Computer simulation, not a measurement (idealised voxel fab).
process module | voxel capacitor over wiring
cross-section cut | 160 nm wide | cells 5 nm
A cross-section is a grid of square cells, given in bands from the top down. A band is one or more rows of cells.
Each band's line starts with the height of the band's top and of its bottom, in nm. Then come its materials from left to right, each with its width in nm. One material with "throughout" fills the band from edge to edge. "air" is empty space.
Height 0 is the level under which the wafer as received is all one material. The lowest band goes on downwards, as in "0 down".
A width such as "30 to 40" changes by the same amount from each row of cells to the next, from the band's top row to its bottom row.
"no change" after a step means that no cell of the cross-section changed.
closed voids: empty space of 8 cells or more with no open way to the top, each as width x height at its distance from the left edge, in nm
after a step's settings: what the simulator itself notes on the step
overlay nm, on a step with a mask: how far to the right of its planned place the mask lay; to the left if negative
plan
1 op RECEIVE | material Si
2 op CONFORMAL_DEP | material SiO2 | thk nm 10
3 op DIRECTIONAL_DEP | material TiN | thk nm 5
4 op DIRECTIONAL_DEP | material Ru | thk nm 15
5 op MASKED_ETCH | tone cover | mask id METAL_1 | width nm 20 | pitch nm 90 | etch materials Ru | depth nm 15 | overlay nm 0
6 op MASKED_ETCH | tone cover | mask id METAL_1 | width nm 20 | pitch nm 90 | etch materials TiN | depth nm 5 | overlay nm 0
7 op CONFORMAL_DEP | material SiN | thk nm 5
8 op FILL_DEP | material lowk | thk nm 5
9 op CMP | height nm 30
10 op CONFORMAL_DEP | material SiCN | thk nm 5
11 op DIRECTIONAL_DEP | material lowk | thk nm 20
12 op DIRECTIONAL_DEP | material aC | thk nm 10
13 op PATTERN | tone open | mask id PLUG_1 | material resist | width nm 15 | thk nm 25 | overlay nm 0
14 op DIRECTIONAL_ETCH | etch materials aC | depth nm 10
15 op STRIP | etch materials resist
16 op DIRECTIONAL_ETCH | etch materials lowk | depth nm 20
17 op DIRECTIONAL_ETCH | etch materials SiCN | depth nm 5
18 op STRIP | etch materials aC
19 op EPI | material Ru | thk nm 10
20 op EPI | material Ru | thk nm 10
21 op EPI | material Ru | thk nm 5
22 op DIRECTIONAL_DEP | material TiN | thk nm 10
23 op DIRECTIONAL_DEP | material Al2O3 | thk nm 5
24 op DIRECTIONAL_DEP | material TiN | thk nm 10
25 op MASKED_ETCH | tone cover | mask id UPPER_PLATE | width nm 75 | etch materials TiN | depth nm 10 | overlay nm 0
26 op MASKED_ETCH | tone cover | mask id UPPER_PLATE | width nm 75 | etch materials Al2O3 | depth nm 5 | overlay nm 0
27 op DIRECTIONAL_DEP | material aC | thk nm 15
28 op PATTERN | tone cover | mask id LOWER_PLATE | material resist | width nm 85 | thk nm 35 | overlay nm 0
29 op DIRECTIONAL_ETCH | etch materials aC | depth nm 15
30 op STRIP | etch materials resist
31 op DIRECTIONAL_ETCH | etch materials TiN | depth nm 10
32 op STRIP | etch materials aC
33 op FILL_DEP | material SiO2 | thk nm 20
34 op CMP | height nm 95
35 op PATTERN | tone open | mask id PLUG_2 | material resist | width nm 15 | thk nm 20 | overlay nm 0
36 op DIRECTIONAL_ETCH | etch materials SiO2 | depth nm 15
37 op STRIP | etch materials resist
38 op CONFORMAL_DEP | material TiN | thk nm 5
39 op FILL_DEP | material Cu | thk nm 5
40 op CMP | height nm 95
41 op CONFORMAL_DEP | material SiCN | thk nm 5
first wafer, as planned
as received, after step 1
  0 down: Si throughout
  closed voids: none
after step 2
  10 to 0: SiO2 throughout
  below 0: unchanged
after step 3
  15 to 10: TiN throughout
  below 10: unchanged
after step 4
  30 to 15: Ru throughout
  below 15: unchanged
after step 5
  30 to 15: air 25 | Ru 20 | air 70 | Ru 20 | air 25
  below 15: unchanged
after step 6
  30 to 15: air 25 | Ru 20 | air 70 | Ru 20 | air 25
  15 to 10: air 25 | TiN 20 | air 70 | TiN 20 | air 25
  below 10: unchanged
after step 7
  35 to 30: air 20 | SiN 30 | air 60 | SiN 30 | air 20
  30 to 15: air 20 | SiN 5 | Ru 20 | SiN 5 | air 60 | SiN 5 | Ru 20 | SiN 5 | air 20
  15 to 10: SiN 25 | TiN 20 | SiN 70 | TiN 20 | SiN 25
  below 10: unchanged
after step 8
  40 to 35: lowk throughout
  35 to 30: lowk 20 | SiN 30 | lowk 60 | SiN 30 | lowk 20
  30 to 15: lowk 20 | SiN 5 | Ru 20 | SiN 5 | lowk 60 | SiN 5 | Ru 20 | SiN 5 | lowk 20
  below 15: unchanged
after step 9
  30 to 15: lowk 20 | SiN 5 | Ru 20 | SiN 5 | lowk 60 | SiN 5 | Ru 20 | SiN 5 | lowk 20
  below 15: unchanged
after step 10
  35 to 30: SiCN throughout
  below 30: unchanged
after step 11
  55 to 35: lowk throughout
  below 35: unchanged
after step 12
  65 to 55: aC throughout
  below 55: unchanged
after step 13
  90 to 65: resist 30 | air 15 | resist 115
  below 65: unchanged
after step 14
  80 to 65: resist 30 | air 15 | resist 115
  65 to 55: aC 30 | air 15 | aC 115
  below 55: unchanged
after step 15
  65 to 55: aC 30 | air 15 | aC 115
  below 55: unchanged
after step 16
  65 to 55: aC 30 | air 15 | aC 115
  55 to 35: lowk 30 | air 15 | lowk 115
  below 35: unchanged
after step 17
  65 to 55: aC 30 | air 15 | aC 115
  55 to 35: lowk 30 | air 15 | lowk 115
  35 to 30: SiCN 30 | air 15 | SiCN 115
  below 30: unchanged
after step 18
  55 to 35: lowk 30 | air 15 | lowk 115
  below 35: unchanged
after step 19
  55 to 40: lowk 30 | air 15 | lowk 115
  40 to 35: lowk 30 | Ru 15 | lowk 115
  35 to 30: SiCN 30 | Ru 15 | SiCN 115
  below 30: unchanged
after step 20
  55 to 50: lowk 30 | air 15 | lowk 115
  50 to 35: lowk 30 | Ru 15 | lowk 115
  below 35: unchanged
after step 21
  55 to 35: lowk 30 | Ru 15 | lowk 115
  below 35: unchanged
after step 22
  65 to 55: TiN throughout
  below 55: unchanged
after step 23
  70 to 65: Al2O3 throughout
  below 65: unchanged
after step 24
  80 to 70: TiN throughout
  below 70: unchanged
after step 25
  80 to 70: air 30 | TiN 75 | air 55
  below 70: unchanged
after step 26
  80 to 70: air 30 | TiN 75 | air 55
  70 to 65: air 30 | Al2O3 75 | air 55
  below 65: unchanged
after step 27
  95 to 80: air 30 | aC 75 | air 55
  80 to 70: aC 30 | TiN 75 | aC 55
  70 to 65: aC 30 | Al2O3 75 | aC 55
  below 65: unchanged
after step 28
  130 to 95: air 25 | resist 85 | air 50
  95 to 80: air 25 | resist 5 | aC 75 | resist 5 | air 50
  below 80: unchanged
after step 29
  115 to 95: air 25 | resist 85 | air 50
  95 to 80: air 25 | resist 5 | aC 75 | resist 5 | air 50
  80 to 70: air 25 | aC 5 | TiN 75 | aC 5 | air 50
  70 to 65: air 25 | aC 5 | Al2O3 75 | aC 5 | air 50
  below 65: unchanged
after step 30
  95 to 80: air 30 | aC 75 | air 55
  below 80: unchanged
after step 31
  95 to 80: air 30 | aC 75 | air 55
  80 to 70: air 25 | aC 5 | TiN 75 | aC 5 | air 50
  70 to 65: air 25 | aC 5 | Al2O3 75 | aC 5 | air 50
  65 to 55: air 25 | TiN 85 | air 50
  below 55: unchanged
after step 32
  80 to 70: air 30 | TiN 75 | air 55
  70 to 65: air 30 | Al2O3 75 | air 55
  below 65: unchanged
after step 33
  100 to 80: SiO2 throughout
  80 to 70: SiO2 30 | TiN 75 | SiO2 55
  70 to 65: SiO2 30 | Al2O3 75 | SiO2 55
  65 to 55: SiO2 25 | TiN 85 | SiO2 50
  below 55: unchanged
after step 34
  95 to 80: SiO2 throughout
  below 80: unchanged
after step 35
  115 to 95: resist 40 | air 15 | resist 105
  below 95: unchanged
after step 36
  115 to 95: resist 40 | air 15 | resist 105
  95 to 80: SiO2 40 | air 15 | SiO2 105
  below 80: unchanged
after step 37
  95 to 80: SiO2 40 | air 15 | SiO2 105
  below 80: unchanged
after step 38
  100 to 95: TiN 45 | air 5 | TiN 110
  95 to 85: SiO2 40 | TiN 5 | air 5 | TiN 5 | SiO2 105
  85 to 80: SiO2 40 | TiN 15 | SiO2 105
  below 80: unchanged
after step 39
  105 to 100: Cu throughout
  100 to 95: TiN 45 | Cu 5 | TiN 110
  95 to 85: SiO2 40 | TiN 5 | Cu 5 | TiN 5 | SiO2 105
  below 85: unchanged
after step 40
  95 to 85: SiO2 40 | TiN 5 | Cu 5 | TiN 5 | SiO2 105
  below 85: unchanged
after step 41
  100 to 95: SiCN throughout
  below 95: unchanged
second wafer: like start, like plan, one mistake. Through step 23 it matches the first wafer
when step 24 should have ended
  80 to 70: SiO2 throughout
  below 70: unchanged
when step 25 should have ended: no change
when step 26 should have ended: no change
when step 27 should have ended
  95 to 80: aC throughout
  below 80: unchanged
when step 28 should have ended
  130 to 95: air 25 | resist 85 | air 50
  below 95: unchanged
when step 29 should have ended
  115 to 95: air 25 | resist 85 | air 50
  95 to 80: air 25 | aC 85 | air 50
  below 80: unchanged
when step 30 should have ended
  95 to 80: air 25 | aC 85 | air 50
  below 80: unchanged
when step 31 should have ended: no change
when step 32 should have ended
  80 to 70: SiO2 throughout
  below 70: unchanged
when step 33 should have ended
  100 to 70: SiO2 throughout
  below 70: unchanged
when step 34 should have ended
  95 to 70: SiO2 throughout
  below 70: unchanged
when step 35 should have ended
  115 to 95: resist 40 | air 15 | resist 105
  below 95: unchanged
when step 36 should have ended
  115 to 95: resist 40 | air 15 | resist 105
  95 to 80: SiO2 40 | air 15 | SiO2 105
  below 80: unchanged
when step 37 should have ended
  95 to 80: SiO2 40 | air 15 | SiO2 105
  below 80: unchanged
when step 38 should have ended
  100 to 95: TiN 45 | air 5 | TiN 110
  95 to 85: SiO2 40 | TiN 5 | air 5 | TiN 5 | SiO2 105
  85 to 80: SiO2 40 | TiN 15 | SiO2 105
  below 80: unchanged
when step 39 should have ended
  105 to 100: Cu throughout
  100 to 95: TiN 45 | Cu 5 | TiN 110
  95 to 85: SiO2 40 | TiN 5 | Cu 5 | TiN 5 | SiO2 105
  below 85: unchanged
when step 40 should have ended
  95 to 85: SiO2 40 | TiN 5 | Cu 5 | TiN 5 | SiO2 105
  below 85: unchanged
when step 41 should have ended
  100 to 95: SiCN throughout
  below 95: unchanged
what went wrong: step 24 ran as: op DIRECTIONAL_DEP | material SiO2 | thk nm 10
at the end the second wafer has, in cells: 17 more of Al2O3 | 17 fewer of SiO2
